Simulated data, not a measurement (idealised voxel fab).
voxel wiring stack: a process module
For reference, the cross-section in this document is cut, with width 140 nm and square cells of 5 nm.
Cross-section, as written here: a square-cell grid given band by band from the top down, where a band holds one or more rows of cells. Within each band entry, the heights of the top and of the bottom of the band appear first, in that order and in nm; the materials of the band then follow from left to right, each with its corresponding width in nm. The designation "full width" on a single material indicates that it fills the band from edge to edge; the designation "blank" indicates empty space. Heights from 0 (as-received wafer is one material below). Bottom band endless downward, as "0 nm and below". You'd read "30->40" like this: the band's top row of cells is as wide as the first number, its bottom row is as wide as the second, and going down, every row changes width by the same amount as the row before did. No cell of the cross-section changed in a step that is given as "remains unaltered". The entry titled "Trapped void list" provides the empty spaces that have no open way to the top, restricted to those of 8 cells or more. Each is presented as width x height at distance, the distance being measured from the left edge, with all three in nm. Read whatever lies past the settings on a step's line as the simulator's own remark about the step. overlay nm: how far to the right of its planned place the mask lay on this masked step (negative: to the left). Layout of what follows: cross-section pairs, each bracketing one process step, the after cross-section shown only to the lowest band that changed, the step between and its settings noted under each pair. Pairs may originate in different runs of this module on the same starting wafer; a pair continues from the pair above only where its entry headed "State before" says so.

# State before
  90 nm to 85 nm | lowk (35) | blank (15) | lowk (30) | blank (15) | lowk (45)
  85 nm to 80 nm | lowk (35) | Ru (15) | lowk (30) | Ru (15) | lowk (45)
  80 nm to 75 nm | SiCN (35) | Ru (15) | SiCN (30) | Ru (15) | SiCN (45)
  75 nm to 60 nm | SiO2 (35) | TiN (5) | Cu (15) | TiN (5) | SiO2 (20) | TiN (5) | Cu (15) | TiN (5) | SiO2 (35)
  60 nm to 55 nm | SiO2 (35) | TiN (5) | Cu (5) | TiN (15) | SiO2 (20) | TiN (5) | Cu (5) | TiN (15) | SiO2 (35)
  55 nm to 45 nm | SiO2 (35) | TiN (5) | Cu (5) | TiN (5) | SiO2 (30) | TiN (5) | Cu (5) | TiN (5) | SiO2 (45)
  45 nm to 40 nm | SiCN (35) | TiN (15) | SiCN (30) | TiN (15) | SiCN (45)
  40 nm to 15 nm | SiO2 (40) | W (15) | SiO2 (30) | W (15) | SiO2 (40)
  15 nm to 10 nm | SiO2 (35) | TiN (25) | SiO2 (20) | TiN (25) | SiO2 (35)
  10 nm to 0 nm | SiO2 full width
  0 nm and below | Si full width
  Trapped void list: none

# Section, Post-Step
  90 nm to 80 nm | lowk (35) | Ru (15) | lowk (30) | Ru (15) | lowk (45)
  Under 80: no change, same as before.
  Trapped void list: none
The before and after cross-sections above differ by one step: EPI,material Ru,thk nm 5

State before: It is represented by the cross-section appearing after the step of the pair directly above.

# Section, Post-Step
  95 nm to 90 nm | TiN full width
  Under 90: no change, same as before.
  Trapped void list: none
The before and after cross-sections above differ by one step: DIRECTIONAL_DEP,material TiN,thk nm 5

State before: It is represented by the cross-section appearing after the step of the pair directly above.

# Section, Post-Step
  110 nm to 95 nm | W full width
  Under 95: no change, same as before.
  Trapped void list: none
The before and after cross-sections above differ by one step: DIRECTIONAL_DEP,material W,thk nm 15

State before: It is represented by the cross-section appearing after the step of the pair directly above.

# Section, Post-Step
  125 nm to 110 nm | aC full width
  Under 110: no change, same as before.
  Trapped void list: none
The before and after cross-sections above differ by one step: DIRECTIONAL_DEP,material aC,thk nm 15

State before: It is represented by the cross-section appearing after the step of the pair directly above.

# Section, Post-Step
  155 nm to 125 nm | blank (35) | resist (25) | blank (20) | resist (25) | blank (35)
  Under 125: no change, same as before.
  Trapped void list: none
The before and after cross-sections above differ by one step: PATTERN,tone cover,mask id METAL_3,material resist,width nm 25,pitch nm 45,thk nm 30,overlay nm 0

State before: It is represented by the cross-section appearing after the step of the pair directly above.

# Section, Post-Step
  140 nm to 125 nm | blank (35) | resist (25) | blank (20) | resist (25) | blank (35)
  125 nm to 110 nm | blank (35) | aC (25) | blank (20) | aC (25) | blank (35)
  Under 110: no change, same as before.
  Trapped void list: none
The before and after cross-sections above differ by one step: DIRECTIONAL_ETCH,etch materials aC,depth nm 15

State before: It is represented by the cross-section appearing after the step of the pair directly above.

# Section, Post-Step
  125 nm to 110 nm | blank (35) | aC (25) | blank (20) | aC (25) | blank (35)
  Under 110: no change, same as before.
  Trapped void list: none
The before and after cross-sections above differ by one step: STRIP,etch materials resist

State before: It is represented by the cross-section appearing after the step of the pair directly above.

# Section, Post-Step
  125 nm to 110 nm | blank (35) | aC (25) | blank (20) | aC (25) | blank (35)
  110 nm to 95 nm | blank (35) | W (25) | blank (20) | W (25) | blank (35)
  Under 95: no change, same as before.
  Trapped void list: none
The before and after cross-sections above differ by one step: DIRECTIONAL_ETCH,etch materials W,depth nm 15

State before: It is represented by the cross-section appearing after the step of the pair directly above.

# Section, Post-Step
  125 nm to 110 nm | blank (35) | aC (25) | blank (20) | aC (25) | blank (35)
  110 nm to 95 nm | blank (35) | W (25) | blank (20) | W (25) | blank (35)
  95 nm to 90 nm | blank (35) | TiN (25) | blank (20) | TiN (25) | blank (35)
  Under 90: no change, same as before.
  Trapped void list: none
The before and after cross-sections above differ by one step: DIRECTIONAL_ETCH,etch materials TiN,depth nm 5

State before: It is represented by the cross-section appearing after the step of the pair directly above.

# Section, Post-Step
  110 nm to 95 nm | blank (35) | W (25) | blank (20) | W (25) | blank (35)
  Under 95: no change, same as before.
  Trapped void list: none
The before and after cross-sections above differ by one step: STRIP,etch materials aC

State before: It is represented by the cross-section appearing after the step of the pair directly above.

# Section, Post-Step
  115 nm to 110 nm | blank (30) | SiN (35) | blank (10) | SiN (35) | blank (30)
  110 nm to 95 nm | blank (30) | SiN (5) | W (25) | SiN (5) | blank (10) | SiN (5) | W (25) | SiN (5) | blank (30)
  95 nm to 90 nm | SiN (35) | TiN (25) | SiN (20) | TiN (25) | SiN (35)
  Under 90: no change, same as before.
  Trapped void list: none
The before and after cross-sections above differ by one step: CONFORMAL_DEP,material SiN,thk nm 5

State before: It is represented by the cross-section appearing after the step of the pair directly above.

# Section, Post-Step
  120 nm to 115 nm | SiO2 full width
  115 nm to 110 nm | SiO2 (30) | SiN (35) | SiO2 (10) | SiN (35) | SiO2 (30)
  110 nm to 95 nm | SiO2 (30) | SiN (5) | W (25) | SiN (5) | SiO2 (10) | SiN (5) | W (25) | SiN (5) | SiO2 (30)
  Under 95: no change, same as before.
  Trapped void list: none
The before and after cross-sections above differ by one step: FILL_DEP,material SiO2,thk nm 5

State before: It is represented by the cross-section appearing after the step of the pair directly above.

# Section, Post-Step
  110 nm to 95 nm | SiO2 (30) | SiN (5) | W (25) | SiN (5) | SiO2 (10) | SiN (5) | W (25) | SiN (5) | SiO2 (30)
  Under 95: no change, same as before.
  Trapped void list: none
The before and after cross-sections above differ by one step: CMP,height nm 110

State before: It is represented by the cross-section appearing after the step of the pair directly above.

# Section, Post-Step
  115 nm to 110 nm | SiCN full width
  Under 110: no change, same as before.
  Trapped void list: none
The before and after cross-sections above differ by one step: CONFORMAL_DEP,material SiCN,thk nm 5

# State before
  90 nm to 80 nm | lowk (35) | blank (15) | lowk (30) | blank (15) | lowk (45)
  80 nm to 75 nm | SiCN full width
  75 nm to 60 nm | SiO2 (35) | TiN (5) | Cu (15) | TiN (5) | SiO2 (20) | TiN (5) | Cu (15) | TiN (5) | SiO2 (35)
  60 nm to 55 nm | SiO2 (35) | TiN (5) | Cu (5) | TiN (15) | SiO2 (20) | TiN (5) | Cu (5) | TiN (15) | SiO2 (35)
  55 nm to 45 nm | SiO2 (35) | TiN (5) | Cu (5) | TiN (5) | SiO2 (30) | TiN (5) | Cu (5) | TiN (5) | SiO2 (45)
  45 nm to 40 nm | SiCN (35) | TiN (15) | SiCN (30) | TiN (15) | SiCN (45)
  40 nm to 15 nm | SiO2 (35) | W (25) | SiO2 (20) | W (25) | SiO2 (35)
  15 nm to 10 nm | SiO2 (35) | TiN (25) | SiO2 (20) | TiN (25) | SiO2 (35)
  10 nm to 0 nm | SiO2 full width
  0 nm and below | Si full width
  Trapped void list: none

# Section, Post-Step
  90 nm to 80 nm | lowk (35) | blank (15) | lowk (30) | blank (15) | lowk (45)
  80 nm to 75 nm | SiCN (45) | blank (5) | SiCN (40) | blank (5) | SiCN (45)
  Under 75: no change, same as before.
  Trapped void list: none
The before and after cross-sections above differ by one step: MASKED_ETCH,tone open,mask id PLUG_2,width nm 15,pitch nm 45,etch materials SiCN,depth nm 5,overlay nm 10

State before: It is represented by the cross-section appearing after the step of the pair directly above.

# Section, Post-Step
  90 nm to 85 nm | lowk (35) | blank (15) | lowk (30) | blank (15) | lowk (45)
  85 nm to 80 nm | lowk (35) | blank (5) | Ru (10) | lowk (30) | blank (5) | Ru (10) | lowk (45)
  80 nm to 75 nm | SiCN (45) | Ru (5) | SiCN (40) | Ru (5) | SiCN (45)
  Under 75: no change, same as before.
  Trapped void list: none
The before and after cross-sections above differ by one step: EPI,material Ru,thk nm 10

State before: It is represented by the cross-section appearing after the step of the pair directly above.

# Section, Post-Step
  90 nm to 80 nm | lowk (35) | Ru (15) | lowk (30) | Ru (15) | lowk (45)
  Under 80: no change, same as before.
  Trapped void list: none
The before and after cross-sections above differ by one step: EPI,material Ru,thk nm 5

State before: It is represented by the cross-section appearing after the step of the pair directly above.

# Section, Post-Step
  95 nm to 90 nm | TiN full width
  Under 90: no change, same as before.
  Trapped void list: none
The before and after cross-sections above differ by one step: DIRECTIONAL_DEP,material TiN,thk nm 5

State before: It is represented by the cross-section appearing after the step of the pair directly above.

# Section, Post-Step
  110 nm to 95 nm | W full width
  Under 95: no change, same as before.
  Trapped void list: none
The before and after cross-sections above differ by one step: DIRECTIONAL_DEP,material W,thk nm 15

State before: It is represented by the cross-section appearing after the step of the pair directly above.

# Section, Post-Step
  125 nm to 110 nm | aC full width
  Under 110: no change, same as before.
  Trapped void list: none
The before and after cross-sections above differ by one step: DIRECTIONAL_DEP,material aC,thk nm 15

State before: It is represented by the cross-section appearing after the step of the pair directly above.

# Section, Post-Step
  155 nm to 125 nm | blank (35) | resist (25) | blank (20) | resist (25) | blank (35)
  Under 125: no change, same as before.
  Trapped void list: none
The before and after cross-sections above differ by one step: PATTERN,tone cover,mask id METAL_3,material resist,width nm 25,pitch nm 45,thk nm 30,overlay nm 0

State before: It is represented by the cross-section appearing after the step of the pair directly above.

# Section, Post-Step
  140 nm to 125 nm | blank (35) | resist (25) | blank (20) | resist (25) | blank (35)
  125 nm to 110 nm | blank (35) | aC (25) | blank (20) | aC (25) | blank (35)
  Under 110: no change, same as before.
  Trapped void list: none
The before and after cross-sections above differ by one step: DIRECTIONAL_ETCH,etch materials aC,depth nm 15

State before: It is represented by the cross-section appearing after the step of the pair directly above.

# Section, Post-Step
  125 nm to 110 nm | blank (35) | aC (25) | blank (20) | aC (25) | blank (35)
  Under 110: no change, same as before.
  Trapped void list: none
The before and after cross-sections above differ by one step: STRIP,etch materials resist

State before: It is represented by the cross-section appearing after the step of the pair directly above.

# Section, Post-Step
  125 nm to 110 nm | blank (35) | aC (25) | blank (20) | aC (25) | blank (35)
  110 nm to 95 nm | blank (35) | W (25) | blank (20) | W (25) | blank (35)
  Under 95: no change, same as before.
  Trapped void list: none
The before and after cross-sections above differ by one step: DIRECTIONAL_ETCH,etch materials W,depth nm 15

State before: It is represented by the cross-section appearing after the step of the pair directly above.

# Section, Post-Step
  125 nm to 110 nm | blank (35) | aC (25) | blank (20) | aC (25) | blank (35)
  110 nm to 95 nm | blank (35) | W (25) | blank (20) | W (25) | blank (35)
  95 nm to 90 nm | blank (35) | TiN (25) | blank (20) | TiN (25) | blank (35)
  Under 90: no change, same as before.
  Trapped void list: none
The before and after cross-sections above differ by one step: DIRECTIONAL_ETCH,etch materials TiN,depth nm 5

State before: It is represented by the cross-section appearing after the step of the pair directly above.

# Section, Post-Step
  110 nm to 95 nm | blank (35) | W (25) | blank (20) | W (25) | blank (35)
  Under 95: no change, same as before.
  Trapped void list: none
The before and after cross-sections above differ by one step: STRIP,etch materials aC

State before: It is represented by the cross-section appearing after the step of the pair directly above.

# Section, Post-Step
  115 nm to 110 nm | blank (30) | SiN (35) | blank (10) | SiN (35) | blank (30)
  110 nm to 95 nm | blank (30) | SiN (5) | W (25) | SiN (5) | blank (10) | SiN (5) | W (25) | SiN (5) | blank (30)
  95 nm to 90 nm | SiN (35) | TiN (25) | SiN (20) | TiN (25) | SiN (35)
  Under 90: no change, same as before.
  Trapped void list: none
The before and after cross-sections above differ by one step: CONFORMAL_DEP,material SiN,thk nm 5

State before: It is represented by the cross-section appearing after the step of the pair directly above.

# Section, Post-Step
  120 nm to 115 nm | SiO2 full width
  115 nm to 110 nm | SiO2 (30) | SiN (35) | SiO2 (10) | SiN (35) | SiO2 (30)
  110 nm to 95 nm | SiO2 (30) | SiN (5) | W (25) | SiN (5) | SiO2 (10) | SiN (5) | W (25) | SiN (5) | SiO2 (30)
  Under 95: no change, same as before.
  Trapped void list: none
The before and after cross-sections above differ by one step: FILL_DEP,material SiO2,thk nm 5

State before: It is represented by the cross-section appearing after the step of the pair directly above.

# Section, Post-Step
  110 nm to 95 nm | SiO2 (30) | SiN (5) | W (25) | SiN (5) | SiO2 (10) | SiN (5) | W (25) | SiN (5) | SiO2 (30)
  Under 95: no change, same as before.
  Trapped void list: none
The before and after cross-sections above differ by one step: CMP,height nm 110

State before: It is represented by the cross-section appearing after the step of the pair directly above.

# Section, Post-Step
  115 nm to 110 nm | SiCN full width
  Under 110: no change, same as before.
  Trapped void list: none
The before and after cross-sections above differ by one step: CONFORMAL_DEP,material SiCN,thk nm 5

# State before
  95 nm to 90 nm | TiN full width
  90 nm to 80 nm | lowk (35) | Ru (15) | lowk (30) | Ru (15) | lowk (45)
  80 nm to 75 nm | SiCN (35) | Ru (15) | SiCN (30) | Ru (15) | SiCN (45)
  75 nm to 60 nm | SiO2 (35) | TiN (5) | Cu (15) | TiN (5) | SiO2 (20) | TiN (5) | Cu (15) | TiN (5) | SiO2 (35)
  60 nm to 55 nm | SiO2 (35) | TiN (5) | Cu (5) | TiN (15) | SiO2 (20) | TiN (5) | Cu (5) | TiN (15) | SiO2 (35)
  55 nm to 45 nm | SiO2 (35) | TiN (5) | Cu (5) | TiN (5) | SiO2 (30) | TiN (5) | Cu (5) | TiN (5) | SiO2 (45)
  45 nm to 40 nm | SiCN (35) | TiN (15) | SiCN (30) | TiN (15) | SiCN (45)
  40 nm to 15 nm | SiO2 (35) | W (25) | SiO2 (20) | W (25) | SiO2 (35)
  15 nm to 10 nm | SiO2 (35) | TiN (25) | SiO2 (20) | TiN (25) | SiO2 (35)
  10 nm to 0 nm | SiO2 full width
  0 nm and below | Si full width
  Trapped void list: none

# Section, Post-Step
  110 nm to 95 nm | Cu full width
  Under 95: no change, same as before.
  Trapped void list: none
The before and after cross-sections above differ by one step: DIRECTIONAL_DEP,material Cu,thk nm 15

State before: It is represented by the cross-section appearing after the step of the pair directly above.

# Section, Post-Step
  125 nm to 110 nm | aC full width
  Under 110: no change, same as before.
  Trapped void list: none
The before and after cross-sections above differ by one step: DIRECTIONAL_DEP,material aC,thk nm 15

State before: It is represented by the cross-section appearing after the step of the pair directly above.

# Section, Post-Step
  155 nm to 125 nm | blank (35) | resist (25) | blank (20) | resist (25) | blank (35)
  Under 125: no change, same as before.
  Trapped void list: none
The before and after cross-sections above differ by one step: PATTERN,tone cover,mask id METAL_3,material resist,width nm 25,pitch nm 45,thk nm 30,overlay nm 0

State before: It is represented by the cross-section appearing after the step of the pair directly above.

# Section, Post-Step
  140 nm to 125 nm | blank (35) | resist (25) | blank (20) | resist (25) | blank (35)
  125 nm to 110 nm | blank (35) | aC (25) | blank (20) | aC (25) | blank (35)
  Under 110: no change, same as before.
  Trapped void list: none
The before and after cross-sections above differ by one step: DIRECTIONAL_ETCH,etch materials aC,depth nm 15

State before: It is represented by the cross-section appearing after the step of the pair directly above.

# Section, Post-Step
  125 nm to 110 nm | blank (35) | aC (25) | blank (20) | aC (25) | blank (35)
  Under 110: no change, same as before.
  Trapped void list: none
The before and after cross-sections above differ by one step: STRIP,etch materials resist

State before: It is represented by the cross-section appearing after the step of the pair directly above.

# Section, Post-Step
  110 nm to 95 nm | Cu full width
  Under 95: no change, same as before.
  Trapped void list: none
The before and after cross-sections above differ by one step: STRIP,etch materials aC

State before: It is represented by the cross-section appearing after the step of the pair directly above.

# Section, Post-Step
  115 nm to 110 nm | SiN full width
  Under 110: no change, same as before.
  Trapped void list: none
The before and after cross-sections above differ by one step: CONFORMAL_DEP,material SiN,thk nm 5

State before: It is represented by the cross-section appearing after the step of the pair directly above.

# Section, Post-Step
  120 nm to 115 nm | SiO2 full width
  Under 115: no change, same as before.
  Trapped void list: none
The before and after cross-sections above differ by one step: FILL_DEP,material SiO2,thk nm 5

State before: It is represented by the cross-section appearing after the step of the pair directly above.

# Section, Post-Step
  110 nm to 95 nm | Cu full width
  Under 95: no change, same as before.
  Trapped void list: none
The before and after cross-sections above differ by one step: CMP,height nm 110

State before: It is represented by the cross-section appearing after the step of the pair directly above.

# Section, Post-Step
  115 nm to 110 nm | SiCN full width
  Under 110: no change, same as before.
  Trapped void list: none
The before and after cross-sections above differ by one step: CONFORMAL_DEP,material SiCN,thk nm 5

# State before
  125 nm to 110 nm | aC full width
  110 nm to 95 nm | W full width
  95 nm to 90 nm | TiN full width
  90 nm to 80 nm | lowk (35) | Ru (15) | lowk (30) | Ru (15) | lowk (45)
  80 nm to 75 nm | SiCN (35) | Ru (15) | SiCN (30) | Ru (15) | SiCN (45)
  75 nm to 60 nm | SiO2 (35) | TiN (5) | Cu (15) | TiN (5) | SiO2 (20) | TiN (5) | Cu (15) | TiN (5) | SiO2 (35)
  60 nm to 55 nm | SiO2 (35) | TiN (5) | Cu (5) | TiN (15) | SiO2 (20) | TiN (5) | Cu (5) | TiN (15) | SiO2 (35)
  55 nm to 45 nm | SiO2 (35) | TiN (5) | Cu (5) | TiN (5) | SiO2 (30) | TiN (5) | Cu (5) | TiN (5) | SiO2 (45)
  45 nm to 40 nm | SiCN (35) | TiN (15) | SiCN (30) | TiN (15) | SiCN (45)
  40 nm to 15 nm | SiO2 (35) | W (25) | SiO2 (20) | W (25) | SiO2 (35)
  15 nm to 10 nm | SiO2 (35) | TiN (25) | SiO2 (20) | TiN (25) | SiO2 (35)
  10 nm to 0 nm | SiO2 full width
  0 nm and below | Si full width
  Trapped void list: none

# Section, Post-Step
  155 nm to 125 nm | resist (35) | blank (25) | resist (20) | blank (25) | resist (35)
  Under 125: no change, same as before.
  Trapped void list: none
The before and after cross-sections above differ by one step: PATTERN,tone open,mask id METAL_3,material resist,width nm 25,pitch nm 45,thk nm 30,overlay nm 0

State before: It is represented by the cross-section appearing after the step of the pair directly above.

# Section, Post-Step
  140 nm to 125 nm | resist (35) | blank (25) | resist (20) | blank (25) | resist (35)
  125 nm to 110 nm | aC (35) | blank (25) | aC (20) | blank (25) | aC (35)
  Under 110: no change, same as before.
  Trapped void list: none
The before and after cross-sections above differ by one step: DIRECTIONAL_ETCH,etch materials aC,depth nm 15

State before: It is represented by the cross-section appearing after the step of the pair directly above.

# Section, Post-Step
  125 nm to 110 nm | aC (35) | blank (25) | aC (20) | blank (25) | aC (35)
  Under 110: no change, same as before.
  Trapped void list: none
The before and after cross-sections above differ by one step: STRIP,etch materials resist

State before: It is represented by the cross-section appearing after the step of the pair directly above.

# Section, Post-Step
  125 nm to 110 nm | aC (35) | blank (25) | aC (20) | blank (25) | aC (35)
  110 nm to 95 nm | W (35) | blank (25) | W (20) | blank (25) | W (35)
  Under 95: no change, same as before.
  Trapped void list: none
The before and after cross-sections above differ by one step: DIRECTIONAL_ETCH,etch materials W,depth nm 15

State before: It is represented by the cross-section appearing after the step of the pair directly above.

# Section, Post-Step
  125 nm to 110 nm | aC (35) | blank (25) | aC (20) | blank (25) | aC (35)
  110 nm to 95 nm | W (35) | blank (25) | W (20) | blank (25) | W (35)
  95 nm to 90 nm | TiN (35) | blank (25) | TiN (20) | blank (25) | TiN (35)
  Under 90: no change, same as before.
  Trapped void list: none
The before and after cross-sections above differ by one step: DIRECTIONAL_ETCH,etch materials TiN,depth nm 5

State before: It is represented by the cross-section appearing after the step of the pair directly above.

# Section, Post-Step
  110 nm to 95 nm | W (35) | blank (25) | W (20) | blank (25) | W (35)
  Under 95: no change, same as before.
  Trapped void list: none
The before and after cross-sections above differ by one step: STRIP,etch materials aC

State before: It is represented by the cross-section appearing after the step of the pair directly above.

# Section, Post-Step
  115 nm to 110 nm | SiN (40) | blank (15) | SiN (30) | blank (15) | SiN (40)
  110 nm to 95 nm | W (35) | SiN (5) | blank (15) | SiN (5) | W (20) | SiN (5) | blank (15) | SiN (5) | W (35)
  95 nm to 90 nm | TiN (35) | SiN (25) | TiN (20) | SiN (25) | TiN (35)
  Under 90: no change, same as before.
  Trapped void list: none
The before and after cross-sections above differ by one step: CONFORMAL_DEP,material SiN,thk nm 5

State before: It is represented by the cross-section appearing after the step of the pair directly above.

# Section, Post-Step
  120 nm to 115 nm | SiO2 full width
  115 nm to 110 nm | SiN (40) | SiO2 (15) | SiN (30) | SiO2 (15) | SiN (40)
  110 nm to 95 nm | W (35) | SiN (5) | SiO2 (15) | SiN (5) | W (20) | SiN (5) | SiO2 (15) | SiN (5) | W (35)
  Under 95: no change, same as before.
  Trapped void list: none
The before and after cross-sections above differ by one step: FILL_DEP,material SiO2,thk nm 5

State before: It is represented by the cross-section appearing after the step of the pair directly above.

# Section, Post-Step
  110 nm to 95 nm | W (35) | SiN (5) | SiO2 (15) | SiN (5) | W (20) | SiN (5) | SiO2 (15) | SiN (5) | W (35)
  Under 95: no change, same as before.
  Trapped void list: none
The before and after cross-sections above differ by one step: CMP,height nm 110

State before: It is represented by the cross-section appearing after the step of the pair directly above.

# Section, Post-Step
  115 nm to 110 nm | SiCN full width
  Under 110: no change, same as before.
  Trapped void list: none
The before and after cross-sections above differ by one step: CONFORMAL_DEP,material SiCN,thk nm 5
